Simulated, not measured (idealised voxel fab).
Process module under the name voxel self aligned vias
Section cut is 220 nm wide and gridded with 5 nm square cells.
A cross-section is written here as square cells arranged in a grid, and it is given in bands from the top down, each band taking up one or more rows of cells.
Band entry format. Leading values: height of top, height of bottom, nm. Remainder: materials in left-to-right order, each with its width in nm. Special words: "full width" on a single material, which then fills the band edge to edge; "air", empty space.
Height reference: 0 = level under which incoming wafer is all one material. Lowest band: no bottom, runs on downward, e.g. "0 down".
With a width like "30 to 40", each row of cells in the band differs from the next by the same amount, the top row carrying the first number and the bottom row the second.
Given "identical to before" for a step, no cell of the cross-section differs between before and after that step.
If an empty space has no open way to the top and is at least 8 cells in size, "Voids, sealed" lists it, written width x height at distance, where distance is measured from the left edge and every value is in nm.
Text after the settings on a step's line: the simulator's own remark on that step.
When a step includes a mask, the "overlay nm" setting on its line states how far to the right of its planned place that mask lay, and negative values state how far to the left.

-- Process steps (planned)
1 RECEIVE,material Si
2 CONFORMAL_DEP,material SiO2,thk nm 10
3 CONFORMAL_DEP,material SiCN,thk nm 5
4 DIRECTIONAL_DEP,material SiO2,thk nm 20
5 MASKED_ETCH,tone open,mask id LINES,width nm 20,pitch nm 60,etch materials SiO2,depth nm 20,overlay nm 0
6 CONFORMAL_DEP,material TiN,thk nm 5
7 FILL_DEP,material W,thk nm 5
8 CMP,height nm 35
9 SELECTIVE_ETCH,etch materials W Ru TiN,depth nm 10
10 FILL_DEP,material SiN,thk nm 5
11 CMP,height nm 35
12 DIRECTIONAL_DEP,material SiO2,thk nm 15
13 DIRECTIONAL_DEP,material aC,thk nm 15
14 PATTERN,tone open,mask id VIAS,material resist,width nm 40,pitch nm 120,thk nm 30,overlay nm 0
15 DIRECTIONAL_ETCH,etch materials aC,depth nm 15
16 STRIP,etch materials resist
17 DIRECTIONAL_ETCH,etch materials SiO2,depth nm 15
18 DIRECTIONAL_ETCH,etch materials SiN,depth nm 10
19 STRIP,etch materials aC
20 CONFORMAL_DEP,material TiN,thk nm 5
21 FILL_DEP,material W,thk nm 5
22 CMP,height nm 50
23 CONFORMAL_DEP,material SiCN,thk nm 5

-- First out of two wafers; run went to plan

-- Here's what the wafer looked like in cross-section when it arrived - that's after step 1
	0 down | Si full width
	Voids, sealed: none

-- Wafer after step 2 (cross-section)
	10 to 0 | SiO2 full width
	Unchanged below 0.

-- Wafer after step 3 (cross-section)
	15 to 10 | SiCN full width
	Unchanged below 10.

-- Wafer after step 4 (cross-section)
	35 to 15 | SiO2 full width
	Unchanged below 15.

-- Wafer after step 5 (cross-section)
	35 to 15 | 40 nm SiO2, 20 nm air, 40 nm SiO2, 20 nm air, 40 nm SiO2, 20 nm air, 40 nm SiO2
	Unchanged below 15.

-- Wafer after step 6 (cross-section)
	40 to 35 | 45 nm TiN, 10 nm air, 50 nm TiN, 10 nm air, 50 nm TiN, 10 nm air, 45 nm TiN
	35 to 20 | 40 nm SiO2, 5 nm TiN, 10 nm air, 5 nm TiN, 40 nm SiO2, 5 nm TiN, 10 nm air, 5 nm TiN, 40 nm SiO2, 5 nm TiN, 10 nm air, 5 nm TiN, 40 nm SiO2
	20 to 15 | 40 nm SiO2, 20 nm TiN, 40 nm SiO2, 20 nm TiN, 40 nm SiO2, 20 nm TiN, 40 nm SiO2
	Unchanged below 15.

-- Wafer after step 7 (cross-section)
	45 to 40 | W full width
	40 to 35 | 45 nm TiN, 10 nm W, 50 nm TiN, 10 nm W, 50 nm TiN, 10 nm W, 45 nm TiN
	35 to 20 | 40 nm SiO2, 5 nm TiN, 10 nm W, 5 nm TiN, 40 nm SiO2, 5 nm TiN, 10 nm W, 5 nm TiN, 40 nm SiO2, 5 nm TiN, 10 nm W, 5 nm TiN, 40 nm SiO2
	Unchanged below 20.

-- Wafer after step 8 (cross-section)
	35 to 20 | 40 nm SiO2, 5 nm TiN, 10 nm W, 5 nm TiN, 40 nm SiO2, 5 nm TiN, 10 nm W, 5 nm TiN, 40 nm SiO2, 5 nm TiN, 10 nm W, 5 nm TiN, 40 nm SiO2
	Unchanged below 20.

-- Wafer after step 9 (cross-section)
	35 to 25 | 40 nm SiO2, 20 nm air, 40 nm SiO2, 20 nm air, 40 nm SiO2, 20 nm air, 40 nm SiO2
	Unchanged below 25.

-- Wafer after step 10 (cross-section)
	40 to 35 | SiN full width
	35 to 25 | 40 nm SiO2, 20 nm SiN, 40 nm SiO2, 20 nm SiN, 40 nm SiO2, 20 nm SiN, 40 nm SiO2
	Unchanged below 25.

-- Wafer after step 11 (cross-section)
	35 to 25 | 40 nm SiO2, 20 nm SiN, 40 nm SiO2, 20 nm SiN, 40 nm SiO2, 20 nm SiN, 40 nm SiO2
	Unchanged below 25.

-- Wafer after step 12 (cross-section)
	50 to 35 | SiO2 full width
	Unchanged below 35.

-- Wafer after step 13 (cross-section)
	65 to 50 | aC full width
	Unchanged below 50.

-- Wafer after step 14 (cross-section)
	95 to 65 | 30 nm resist, 40 nm air, 80 nm resist, 40 nm air, 30 nm resist
	Unchanged below 65.

-- Wafer after step 15 (cross-section)
	80 to 65 | 30 nm resist, 40 nm air, 80 nm resist, 40 nm air, 30 nm resist
	65 to 50 | 30 nm aC, 40 nm air, 80 nm aC, 40 nm air, 30 nm aC
	Unchanged below 50.

-- Wafer after step 16 (cross-section)
	65 to 50 | 30 nm aC, 40 nm air, 80 nm aC, 40 nm air, 30 nm aC
	Unchanged below 50.

-- Wafer after step 17 (cross-section)
	65 to 50 | 30 nm aC, 40 nm air, 80 nm aC, 40 nm air, 30 nm aC
	50 to 35 | 30 nm SiO2, 40 nm air, 80 nm SiO2, 40 nm air, 30 nm SiO2
	Unchanged below 35.

-- Wafer after step 18 (cross-section)
	65 to 50 | 30 nm aC, 40 nm air, 80 nm aC, 40 nm air, 30 nm aC
	50 to 35 | 30 nm SiO2, 40 nm air, 80 nm SiO2, 40 nm air, 30 nm SiO2
	35 to 25 | 40 nm SiO2, 20 nm air, 40 nm SiO2, 20 nm SiN, 40 nm SiO2, 20 nm air, 40 nm SiO2
	Unchanged below 25.

-- Wafer after step 19 (cross-section)
	50 to 35 | 30 nm SiO2, 40 nm air, 80 nm SiO2, 40 nm air, 30 nm SiO2
	Unchanged below 35.

-- Wafer after step 20 (cross-section)
	55 to 50 | 35 nm TiN, 30 nm air, 90 nm TiN, 30 nm air, 35 nm TiN
	50 to 40 | 30 nm SiO2, 5 nm TiN, 30 nm air, 5 nm TiN, 80 nm SiO2, 5 nm TiN, 30 nm air, 5 nm TiN, 30 nm SiO2
	40 to 35 | 30 nm SiO2, 15 nm TiN, 10 nm air, 15 nm TiN, 80 nm SiO2, 15 nm TiN, 10 nm air, 15 nm TiN, 30 nm SiO2
	35 to 30 | 40 nm SiO2, 5 nm TiN, 10 nm air, 5 nm TiN, 40 nm SiO2, 20 nm SiN, 40 nm SiO2, 5 nm TiN, 10 nm air, 5 nm TiN, 40 nm SiO2
	30 to 25 | 40 nm SiO2, 20 nm TiN, 40 nm SiO2, 20 nm SiN, 40 nm SiO2, 20 nm TiN, 40 nm SiO2
	Unchanged below 25.

-- Wafer after step 21 (cross-section)
	60 to 55 | W full width
	55 to 50 | 35 nm TiN, 30 nm W, 90 nm TiN, 30 nm W, 35 nm TiN
	50 to 40 | 30 nm SiO2, 5 nm TiN, 30 nm W, 5 nm TiN, 80 nm SiO2, 5 nm TiN, 30 nm W, 5 nm TiN, 30 nm SiO2
	40 to 35 | 30 nm SiO2, 15 nm TiN, 10 nm W, 15 nm TiN, 80 nm SiO2, 15 nm TiN, 10 nm W, 15 nm TiN, 30 nm SiO2
	35 to 30 | 40 nm SiO2, 5 nm TiN, 10 nm W, 5 nm TiN, 40 nm SiO2, 20 nm SiN, 40 nm SiO2, 5 nm TiN, 10 nm W, 5 nm TiN, 40 nm SiO2
	Unchanged below 30.

-- Wafer after step 22 (cross-section)
	50 to 40 | 30 nm SiO2, 5 nm TiN, 30 nm W, 5 nm TiN, 80 nm SiO2, 5 nm TiN, 30 nm W, 5 nm TiN, 30 nm SiO2
	Unchanged below 40.

-- Wafer after step 23 (cross-section)
	55 to 50 | SiCN full width
	Unchanged below 50.

-- Second wafer, same starting state and plan as the first, one mistake in the run, identical through step 16

-- Cross-section of the second wafer at the time by which step 17 should have been completed according to the plan
	65 to 50 | 30 nm aC, 40 nm air, 80 nm aC, 40 nm air, 30 nm aC
	50 to 35 | 30 nm SiO2, 40 nm air, 80 nm SiO2, 40 nm air, 30 nm SiO2
	35 to 25 | 30 nm SiO2, 10 nm air, 20 nm SiN, 10 nm air, 30 nm SiO2, 20 nm SiN, 30 nm SiO2, 10 nm air, 20 nm SiN, 10 nm air, 30 nm SiO2
	25 to 20 | 30 nm SiO2, 10 nm air, 5 nm TiN, 10 nm W, 5 nm TiN, 10 nm air, 30 nm SiO2, 5 nm TiN, 10 nm W, 5 nm TiN, 30 nm SiO2, 10 nm air, 5 nm TiN, 10 nm W, 5 nm TiN, 10 nm air, 30 nm SiO2
	Unchanged below 20.

-- Cross-section of the second wafer at the time by which step 18 should have been completed according to the plan
	65 to 50 | 30 nm aC, 40 nm air, 80 nm aC, 40 nm air, 30 nm aC
	50 to 35 | 30 nm SiO2, 40 nm air, 80 nm SiO2, 40 nm air, 30 nm SiO2
	35 to 25 | 30 nm SiO2, 40 nm air, 30 nm SiO2, 20 nm SiN, 30 nm SiO2, 40 nm air, 30 nm SiO2
	Unchanged below 25.

-- Cross-section of the second wafer at the time by which step 19 should have been completed according to the plan
	50 to 35 | 30 nm SiO2, 40 nm air, 80 nm SiO2, 40 nm air, 30 nm SiO2
	Unchanged below 35.

-- Cross-section of the second wafer at the time by which step 20 should have been completed according to the plan
	55 to 50 | 35 nm TiN, 30 nm air, 90 nm TiN, 30 nm air, 35 nm TiN
	50 to 35 | 30 nm SiO2, 5 nm TiN, 30 nm air, 5 nm TiN, 80 nm SiO2, 5 nm TiN, 30 nm air, 5 nm TiN, 30 nm SiO2
	35 to 30 | 30 nm SiO2, 5 nm TiN, 30 nm air, 5 nm TiN, 30 nm SiO2, 20 nm SiN, 30 nm SiO2, 5 nm TiN, 30 nm air, 5 nm TiN, 30 nm SiO2
	30 to 25 | 30 nm SiO2, 40 nm TiN, 30 nm SiO2, 20 nm SiN, 30 nm SiO2, 40 nm TiN, 30 nm SiO2
	25 to 20 | 30 nm SiO2, 15 nm TiN, 10 nm W, 15 nm TiN, 30 nm SiO2, 5 nm TiN, 10 nm W, 5 nm TiN, 30 nm SiO2, 15 nm TiN, 10 nm W, 15 nm TiN, 30 nm SiO2
	Unchanged below 20.

-- Cross-section of the second wafer at the time by which step 21 should have been completed according to the plan
	60 to 55 | W full width
	55 to 50 | 35 nm TiN, 30 nm W, 90 nm TiN, 30 nm W, 35 nm TiN
	50 to 35 | 30 nm SiO2, 5 nm TiN, 30 nm W, 5 nm TiN, 80 nm SiO2, 5 nm TiN, 30 nm W, 5 nm TiN, 30 nm SiO2
	35 to 30 | 30 nm SiO2, 5 nm TiN, 30 nm W, 5 nm TiN, 30 nm SiO2, 20 nm SiN, 30 nm SiO2, 5 nm TiN, 30 nm W, 5 nm TiN, 30 nm SiO2
	Unchanged below 30.

-- Cross-section of the second wafer at the time by which step 22 should have been completed according to the plan
	50 to 35 | 30 nm SiO2, 5 nm TiN, 30 nm W, 5 nm TiN, 80 nm SiO2, 5 nm TiN, 30 nm W, 5 nm TiN, 30 nm SiO2
	Unchanged below 35.

-- Cross-section of the second wafer at the time by which step 23 should have been completed according to the plan
	55 to 50 | SiCN full width
	Unchanged below 50.
Here's what went sideways: plan step 17 ran twice
At the finish, the second wafer shows more or fewer cells for some materials than the first does: -24 SiO2 | +8 TiN | +16 W
